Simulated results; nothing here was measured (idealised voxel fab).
Process module name: voxel self aligned vias
Pictured: cross-section cut, 225 nm wide, on a grid of 5 nm square cells.
If you're reading a cross-section in this doc, picture square cells in a grid; it comes to you as bands, top ones listed first down to the bottom, and a band can be one or more rows of cells.
The entry gives the band's vertical extent as a top height and a bottom height in nm, then its horizontal make-up as materials from left to right, each with a width in nm. "air" stands for empty space; a single material marked "everywhere" fills the band edge to edge.
Height reference: 0 = level under which incoming wafer is all one material. Lowest band: no bottom, runs on downward, e.g. "z 0 and below".
A width given as "30->40" starts at the first number in the band's top row and ends at the second number in its bottom row, shifting by an equal amount at every step from row to row.
Basically "no modification" means that step didn't change any cell in the cross-section.
Closed empty spaces (no open way to the top) of 8 cells or more are what "Unvented internal voids" lists, each as width x height at distance from the left edge, nm for all three.
Step line, after settings: the simulator's comment on this step.
"overlay nm" answers the question of how far to the right of plan the mask lay on a step that has a mask, and when it is negative the answer is to the left.
Intended process steps
1 RECEIVE: material Si
2 CONFORMAL_DEP: material SiO2, thk nm 10
3 CONFORMAL_DEP: material SiCN, thk nm 5
4 DIRECTIONAL_DEP: material lowk, thk nm 30
5 MASKED_ETCH: tone open, mask id LINES, width nm 30, pitch nm 70, etch materials lowk, depth nm 30, overlay nm 0
6 CONFORMAL_DEP: material TiN, thk nm 5
7 FILL_DEP: material W, thk nm 10
8 CMP: height nm 45
9 SELECTIVE_ETCH: etch materials W Ru TiN, depth nm 10
10 FILL_DEP: material SiN, thk nm 10
11 CMP: height nm 45
12 DIRECTIONAL_DEP: material lowk, thk nm 15
13 MASKED_ETCH: tone open, mask id VIAS, width nm 40, pitch nm 70, etch materials lowk, depth nm 15, overlay nm 0
14 MASKED_ETCH: tone open, mask id VIAS, width nm 40, pitch nm 70, etch materials SiN, depth nm 10, overlay nm 0
15 CONFORMAL_DEP: material TiN, thk nm 5
16 FILL_DEP: material W, thk nm 5
17 CMP: height nm 60
18 CONFORMAL_DEP: material SiCN, thk nm 5
Cross-section: wafer on arrival = after step 1
z 0 and below: Si everywhere
Unvented internal voids: none
Module complete - cross-section of the first of two wafers, run according to plan
z 65 to 60: SiCN everywhere
z 60 to 50: lowk: 55; TiN: 5; W: 30; TiN: 5; lowk: 30; TiN: 5; W: 30; TiN: 5; lowk: 60
z 50 to 40: lowk: 55->60; TiN: 10->5; W: 20; TiN: 10->5; lowk: 30->40; TiN: 10->5; W: 20; TiN: 10->5; lowk: 60->65
z 40 to 35: lowk: 60; TiN: 30; lowk: 40; TiN: 30; lowk: 65
z 35 to 20: lowk: 60; TiN: 5; W: 20; TiN: 5; lowk: 40; TiN: 5; W: 20; TiN: 5; lowk: 65
z 20 to 15: lowk: 60; TiN: 30; lowk: 40; TiN: 30; lowk: 65
z 15 to 10: SiCN everywhere
z 10 to 0: SiO2 everywhere
z 0 and below: Si everywhere
Unvented internal voids: none
Cross-sectional image of the second wafer of the two following completion of the module. Starting state and process plan were the same as for the first wafer; one execution error occurred
z 65 to 60: SiCN everywhere
z 60 to 45: lowk: 55; TiN: 5; W: 30; TiN: 5; lowk: 30; TiN: 5; W: 30; TiN: 5; lowk: 60
z 45 to 40: SiN: 55; TiN: 5; W: 30; TiN: 5; SiN: 30; TiN: 5; W: 30; TiN: 5; SiN: 60
z 40 to 35: SiN: 55; TiN: 40; SiN: 30; TiN: 40; SiN: 60
z 35 to 10: lowk: 60; TiN: 5; W: 20; TiN: 5; lowk: 40; TiN: 5; W: 20; TiN: 5; lowk: 65
z 10 to 5: lowk: 60; TiN: 30; lowk: 40; TiN: 30; lowk: 65
z 5 to 0: SiCN everywhere
z 0 and below: Si everywhere
Unvented internal voids: none
What was done differently from what was planned? the plan's step 2 was left out and never carried out
Final comparison by cell count, materials where the second wafer has more or fewer than the first: 58 more of SiN; 90 fewer of SiO2; 8 more of TiN; 24 more of W
